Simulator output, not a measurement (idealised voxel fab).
A process module follows: voxel spacer lines.
Pictured: cross-section cut, 280 nm wide, on a grid of 5 nm square cells.
Cross-sections here: square-cell grids, written as top-down lists of bands, a band being one or more rows of cells. A band entry consists of two parts. The first gives the height of the band's top and the height of its bottom, in nm. The rest lists the band's materials from left to right, each with its width in nm. A single material labelled with the word "full width" fills the band from edge to edge, and the word "air" marks empty space. Basically, 0 is our baseline, since under it the wafer straight out of the box is all one material. The bottom band has no lower end and keeps on going down, so it looks like "0 nm and below". The width entry "30 to 40" should be interpreted row by row: the top row of cells in the band takes the first number, the bottom row takes the second number, and the change between adjacent rows is uniform throughout. No cell of the cross-section changed in a step that is given as "everything unchanged". Closed empty spaces (no open way to the top) of 8 cells or more are what "Fully closed voids" lists, each as width x height at distance from the left edge, nm for all three. Formally, on a step line, whatever follows the settings is a remark that the simulator itself makes on the step. The optional step-line setting "overlay nm" applies to steps with a mask and quantifies how far to the right of its planned location the mask lay, a negative value indicating leftward placement.
Plan
step 1: RECEIVE | material Si
step 2: CONFORMAL_DEP | material Al2O3 | thk nm 5
step 3: DIRECTIONAL_DEP | material SiN | thk nm 20
step 4: DIRECTIONAL_DEP | material polySi | thk nm 25
step 5: PATTERN | tone cover | mask id MANDREL | material resist | width nm 20 | pitch nm 60 | thk nm 30 | overlay nm 0
step 6: DIRECTIONAL_ETCH | etch materials polySi | depth nm 25
step 7: STRIP | etch materials resist
step 8: CONFORMAL_DEP | material SiO2 | thk nm 10
step 9: DIRECTIONAL_ETCH | etch materials SiO2 | depth nm 10
step 10: STRIP | etch materials polySi
step 11: DIRECTIONAL_ETCH | etch materials SiN | depth nm 20
step 12: STRIP | etch materials SiO2
Cross-section of the wafer as it came to us, i.e., already through step 1
0 nm and below: Si full width
Fully closed voids: none
First of two wafers at the end of the module, shown in cross-section; run carried out as planned
25 nm to 5 nm: air: 60 / SiN: 10 / air: 20 / SiN: 10 / air: 20 / SiN: 10 / air: 20 / SiN: 10 / air: 20 / SiN: 10 / air: 20 / SiN: 10 / air: 60
5 nm to 0 nm: Al2O3 full width
0 nm and below: Si full width
Fully closed voids: none
Cross-section of the latter of the two wafers at module completion. It had an identical start and an identical plan to the former; in running it, one mistake was made
25 nm to 0 nm: Al2O3 full width
0 nm and below: Si full width
Fully closed voids: none
What broke from the plan during processing? step 3 was processed under conditions differing from the plan, specifically as DIRECTIONAL_DEP | material Al2O3 | thk nm 20
At the finish, the second wafer shows more or fewer cells for some materials than the first does: +224 Al2O3; -48 SiN
